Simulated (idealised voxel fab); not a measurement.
Proc. module: voxel transistor to metal
It is cross-section cut that appears here, measuring 195 nm in width, its square cells being 5 nm in size.
This document writes a cross-section as a grid whose cells are square, and gives it as bands, listed from the top down; one or more rows of cells form a band.
Within each band entry, the heights of the top and of the bottom of the band appear first, in that order and in nm; the materials of the band then follow from left to right, each with its corresponding width in nm. The designation "full width" on a single material indicates that it fills the band from edge to edge; the designation "air" indicates empty space.
Heights are expressed relative to 0, this being the level below which the as-received wafer comprises one material exclusively. The lowest band is unbounded in the downward direction and is denoted as in "top 0, no bottom".
Note: "30->40" means the width goes from the first number (top row of the band) to the second number (bottom row) in equal steps per row of cells.
Step marked "identical to before"? Then no cell in the cross-section changed in it.
The label "Enclosed internal voids" introduces a list of the empty spaces, 8 cells or larger, that have no open way up to the top; each entry in it reads width x height at distance, where the distance is taken from the left edge and all three are stated in nm.
It should be noted that, on the line of a given step, the content following the step's settings is a remark produced by the simulator itself with respect to that step.
overlay nm: step with mask; distance mask lay right of planned place; negative value = left of planned place.

### The planned process steps are enumerated hereunder
1,RECEIVE, material Si
2,OXIDIZE, depth nm 5
3,CONFORMAL_DEP, material SiN, thk nm 10
4,MASKED_ETCH, tone cover, mask id ACTIVE, width nm 115, etch materials SiN, depth nm 10, overlay nm 0
5,MASKED_ETCH, tone cover, mask id ACTIVE, width nm 115, etch materials SiO2, depth nm 5, overlay nm 0
6,MASKED_ETCH, tone cover, mask id ACTIVE, width nm 115, etch materials Si, depth nm 35, overlay nm 0
7,FILL_DEP, material SiO2, thk nm 10
8,CMP, height nm 10
9,SELECTIVE_ETCH, etch materials SiO2, depth nm 10
10,STRIP, etch materials SiN
11,SELECTIVE_ETCH, etch materials SiO2, depth nm 5
12,OXIDIZE, depth nm 5
13,DIRECTIONAL_DEP, material polySi, thk nm 30
14,DIRECTIONAL_DEP, material SiCN, thk nm 15
15,DIRECTIONAL_DEP, material aC, thk nm 10
16,PATTERN, tone cover, mask id GATE, material resist, width nm 25, thk nm 30, overlay nm 0
17,DIRECTIONAL_ETCH, etch materials aC, depth nm 10
18,STRIP, etch materials resist
19,DIRECTIONAL_ETCH, etch materials SiCN, depth nm 25
20,DIRECTIONAL_ETCH, etch materials polySi, depth nm 40
21,STRIP, etch materials aC
22,CONFORMAL_DEP, material SiO2, thk nm 5
23,DIRECTIONAL_ETCH, etch materials SiO2, depth nm 5
24,CONFORMAL_DEP, material SiN, thk nm 5
25,DIRECTIONAL_ETCH, etch materials SiN, depth nm 5
26,DIRECTIONAL_ETCH, etch materials SiO2, depth nm 5
27,EPI, material nSi, thk nm 5
28,FILL_DEP, material SiO2, thk nm 10
29,CMP, height nm 40
30,DIRECTIONAL_DEP, material SiO2, thk nm 10
31,PATTERN, tone open, mask id CONTACT, material resist, width nm 15, pitch nm 80, thk nm 15, overlay nm 0
32,DIRECTIONAL_ETCH, etch materials SiO2, depth nm 55
33,STRIP, etch materials resist
34,CONFORMAL_DEP, material TiN, thk nm 5
35,FILL_DEP, material Ru, thk nm 10
36,CMP, height nm 50
37,CONFORMAL_DEP, material SiN, thk nm 5
38,DIRECTIONAL_DEP, material SiO2, thk nm 20
39,DIRECTIONAL_DEP, material aC, thk nm 15
40,PATTERN, tone open, mask id METAL_1, material resist, width nm 15, pitch nm 80, thk nm 35, overlay nm 0
41,DIRECTIONAL_ETCH, etch materials aC, depth nm 15
42,STRIP, etch materials resist
43,DIRECTIONAL_ETCH, etch materials SiO2, depth nm 20
44,DIRECTIONAL_ETCH, etch materials SiN, depth nm 5
45,STRIP, etch materials aC
46,CONFORMAL_DEP, material TiN, thk nm 5
47,FILL_DEP, material Cu, thk nm 10
48,CMP, height nm 75
49,CONFORMAL_DEP, material SiCN, thk nm 5
Don't read the plan's width nm for step 31 as applying to every wafer: that's the first wafer's value, and the wafers differ in it, though they all start identical.

### As received, i.e. after step 1: cross-section through the first of several wafers
    top 0, no bottom  Si full width
    Enclosed internal voids: none

### The table below has one row for each wafer; a row shows, as of the end of the module, how many cells of each material the wafer has gained, marked (+), or lost, marked (-), since it was received, and then the wafer's closed voids
width nm 15; +8 Cu; +20 Ru; -174 Si; +54 SiCN; +51 SiN; +551 SiO2; +68 TiN; +16 nSi; +30 polySi; Enclosed internal voids: none
width nm 20; +8 Cu; +40 Ru; -174 Si; +54 SiCN; +51 SiN; +529 SiO2; +70 TiN; +16 nSi; +30 polySi; Enclosed internal voids: none
width nm 25; +8 Cu; +60 Ru; -174 Si; +54 SiCN; +51 SiN; +507 SiO2; +72 TiN; +16 nSi; +30 polySi; Enclosed internal voids: none
width nm 30; +8 Cu; +80 Ru; -174 Si; +54 SiCN; +51 SiN; +485 SiO2; +74 TiN; +16 nSi; +30 polySi; Enclosed internal voids: none
